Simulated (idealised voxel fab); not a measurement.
process module | voxel wiring stack
cross-section cut | 235 nm wide | cells 5 nm
A cross-section is a grid of square cells, given in bands from the top down. A band is one or more rows of cells.
Each band's line starts with the height of the band's top and of its bottom, in nm. Then come its materials from left to right, each with its width in nm. One material with "throughout" fills the band from edge to edge. "air" is empty space.
Height 0 is the level under which the wafer as received is all one material. The lowest band goes on downwards, as in "0 down".
A width such as "30 to 40" changes by the same amount from each row of cells to the next, from the band's top row to its bottom row.
"no change" after a step means that no cell of the cross-section changed.
closed voids: empty space of 8 cells or more with no open way to the top, each as width x height at its distance from the left edge, in nm
after a step's settings: what the simulator itself notes on the step
overlay nm, on a step with a mask: how far to the right of its planned place the mask lay; to the left if negative
plan
1 op RECEIVE | material Si
2 op CONFORMAL_DEP | material SiO2 | thk nm 10
3 op DIRECTIONAL_DEP | material TiN | thk nm 5
4 op DIRECTIONAL_DEP | material W | thk nm 15
5 op MASKED_ETCH | tone cover | mask id METAL_1 | width nm 20 | pitch nm 50 | etch materials W | depth nm 15 | overlay nm 0
6 op MASKED_ETCH | tone cover | mask id METAL_1 | width nm 20 | pitch nm 50 | etch materials TiN | depth nm 5 | overlay nm 0
7 op FILL_DEP | material SiO2 | thk nm 10
8 op CMP | height nm 30
9 op CONFORMAL_DEP | material SiCN | thk nm 5
10 op DIRECTIONAL_DEP | material lowk | thk nm 25
11 op MASKED_ETCH | tone open | mask id METAL_2 | width nm 20 | pitch nm 50 | etch materials lowk | depth nm 15 | overlay nm 0
12 op PATTERN | tone open | mask id METAL_2_HOLES | material resist | width nm 15 | pitch nm 50 | thk nm 15 | overlay nm 0
13 op DIRECTIONAL_ETCH | etch materials lowk | depth nm 10
14 op DIRECTIONAL_ETCH | etch materials SiCN | depth nm 5
15 op STRIP | etch materials resist
16 op CONFORMAL_DEP | material TiN | thk nm 5
17 op FILL_DEP | material Ru | thk nm 5
18 op CMP | height nm 60
19 op CONFORMAL_DEP | material SiCN | thk nm 5
20 op DIRECTIONAL_DEP | material SiO2 | thk nm 20
21 op MASKED_ETCH | tone open | mask id PLUG_2 | width nm 15 | pitch nm 100 | etch materials SiO2 | depth nm 20 | overlay nm 0
22 op MASKED_ETCH | tone open | mask id PLUG_2 | width nm 15 | pitch nm 100 | etch materials SiCN | depth nm 5 | overlay nm 0
23 op CONFORMAL_DEP | material TiN | thk nm 5
24 op FILL_DEP | material Cu | thk nm 5
25 op CMP | height nm 85
26 op CONFORMAL_DEP | material SiN | thk nm 5
27 op DIRECTIONAL_DEP | material lowk | thk nm 20
28 op DIRECTIONAL_DEP | material aC | thk nm 10
29 op PATTERN | tone open | mask id METAL_3 | material resist | width nm 20 | pitch nm 50 | thk nm 30 | overlay nm 0
30 op DIRECTIONAL_ETCH | etch materials aC | depth nm 10
31 op STRIP | etch materials resist
32 op DIRECTIONAL_ETCH | etch materials lowk | depth nm 20
33 op DIRECTIONAL_ETCH | etch materials SiN | depth nm 5
34 op STRIP | etch materials aC
35 op CONFORMAL_DEP | material TiN | thk nm 5
36 op FILL_DEP | material Cu | thk nm 5
37 op CMP | height nm 110
38 op EPI | material Ru | thk nm 5
39 op FILL_DEP | material SiCN | thk nm 5
as received, after step 1
  0 down: Si throughout
  closed voids: none
first wafer at the end, as planned
  120 to 115: SiCN throughout
  115 to 110: SiCN 25 | Ru 30 | SiCN 20 | Ru 30 | SiCN 20 | Ru 30 | SiCN 20 | Ru 30 | SiCN 30
  110 to 90: lowk 30 | TiN 5 | Cu 10 | TiN 5 | lowk 30 | TiN 5 | Cu 10 | TiN 5 | lowk 30 | TiN 5 | Cu 10 | TiN 5 | lowk 30 | TiN 5 | Cu 10 | TiN 5 | lowk 35
  90 to 85: SiN 30 | TiN 20 | SiN 30 | TiN 20 | SiN 30 | TiN 20 | SiN 30 | TiN 20 | SiN 35
  85 to 65: SiO2 30 | TiN 5 | Cu 5 | TiN 5 | SiO2 85 | TiN 5 | Cu 5 | TiN 5 | SiO2 90
  65 to 60: SiCN 30 | TiN 15 | SiCN 85 | TiN 15 | SiCN 90
  60 to 50: lowk 30 | TiN 5 | Ru 10 | TiN 5 | lowk 30 | TiN 5 | Ru 10 | TiN 5 | lowk 30 | TiN 5 | Ru 10 | TiN 5 | lowk 30 | TiN 5 | Ru 10 | TiN 5 | lowk 35
  50 to 45: lowk 30 | TiN 5 | Ru 5 | TiN 10 | lowk 30 | TiN 5 | Ru 5 | TiN 10 | lowk 30 | TiN 5 | Ru 5 | TiN 10 | lowk 30 | TiN 5 | Ru 5 | TiN 10 | lowk 35
  45 to 35: lowk 30 | TiN 5 | Ru 5 | TiN 5 | lowk 35 | TiN 5 | Ru 5 | TiN 5 | lowk 35 | TiN 5 | Ru 5 | TiN 5 | lowk 35 | TiN 5 | Ru 5 | TiN 5 | lowk 40
  35 to 30: SiCN 30 | TiN 15 | SiCN 35 | TiN 15 | SiCN 35 | TiN 15 | SiCN 35 | TiN 15 | SiCN 40
  30 to 15: SiO2 30 | W 20 | SiO2 30 | W 20 | SiO2 30 | W 20 | SiO2 30 | W 20 | SiO2 35
  15 to 10: SiO2 30 | TiN 20 | SiO2 30 | TiN 20 | SiO2 30 | TiN 20 | SiO2 30 | TiN 20 | SiO2 35
  10 to 0: SiO2 throughout
  0 down: Si throughout
  closed voids: none
second wafer at the end: like start, like plan, one mistake
  120 to 115: SiCN throughout
  115 to 110: SiCN 25 | Ru 30 | SiCN 20 | Ru 30 | SiCN 20 | Ru 30 | SiCN 20 | Ru 30 | SiCN 30
  110 to 90: lowk 30 | TiN 5 | Cu 10 | TiN 5 | lowk 30 | TiN 5 | Cu 10 | TiN 5 | lowk 30 | TiN 5 | Cu 10 | TiN 5 | lowk 30 | TiN 5 | Cu 10 | TiN 5 | lowk 35
  90 to 85: SiN 30 | TiN 20 | SiN 30 | TiN 20 | SiN 30 | TiN 20 | SiN 30 | TiN 20 | SiN 35
  85 to 70: SiO2 30 | TiN 5 | Cu 5 | TiN 5 | SiO2 85 | TiN 5 | Cu 5 | TiN 5 | SiO2 90
  70 to 65: SiO2 30 | TiN 15 | SiO2 85 | TiN 15 | SiO2 90
  65 to 60: SiCN 30 | TiN 10 | SiCN 90 | TiN 10 | SiCN 95
  60 to 50: lowk 30 | TiN 5 | Ru 10 | TiN 5 | lowk 30 | TiN 5 | Ru 10 | TiN 5 | lowk 30 | TiN 5 | Ru 10 | TiN 5 | lowk 30 | TiN 5 | Ru 10 | TiN 5 | lowk 35
  50 to 45: lowk 30 | TiN 5 | Ru 5 | TiN 10 | lowk 30 | TiN 5 | Ru 5 | TiN 10 | lowk 30 | TiN 5 | Ru 5 | TiN 10 | lowk 30 | TiN 5 | Ru 5 | TiN 10 | lowk 35
  45 to 35: lowk 30 | TiN 5 | Ru 5 | TiN 5 | lowk 35 | TiN 5 | Ru 5 | TiN 5 | lowk 35 | TiN 5 | Ru 5 | TiN 5 | lowk 35 | TiN 5 | Ru 5 | TiN 5 | lowk 40
  35 to 30: SiCN 30 | TiN 15 | SiCN 35 | TiN 15 | SiCN 35 | TiN 15 | SiCN 35 | TiN 15 | SiCN 40
  30 to 15: SiO2 30 | W 20 | SiO2 30 | W 20 | SiO2 30 | W 20 | SiO2 30 | W 20 | SiO2 35
  15 to 10: SiO2 30 | TiN 20 | SiO2 30 | TiN 20 | SiO2 30 | TiN 20 | SiO2 30 | TiN 20 | SiO2 35
  10 to 0: SiO2 throughout
  0 down: Si throughout
  closed voids: none
what went wrong: step 22 ran as: op MASKED_ETCH | tone open | mask id PLUG_2 | width nm 15 | pitch nm 100 | etch materials SiCN | depth nm 5 | overlay nm -5
at the end the second wafer has, in cells: 2 fewer of Cu | 2 more of SiCN
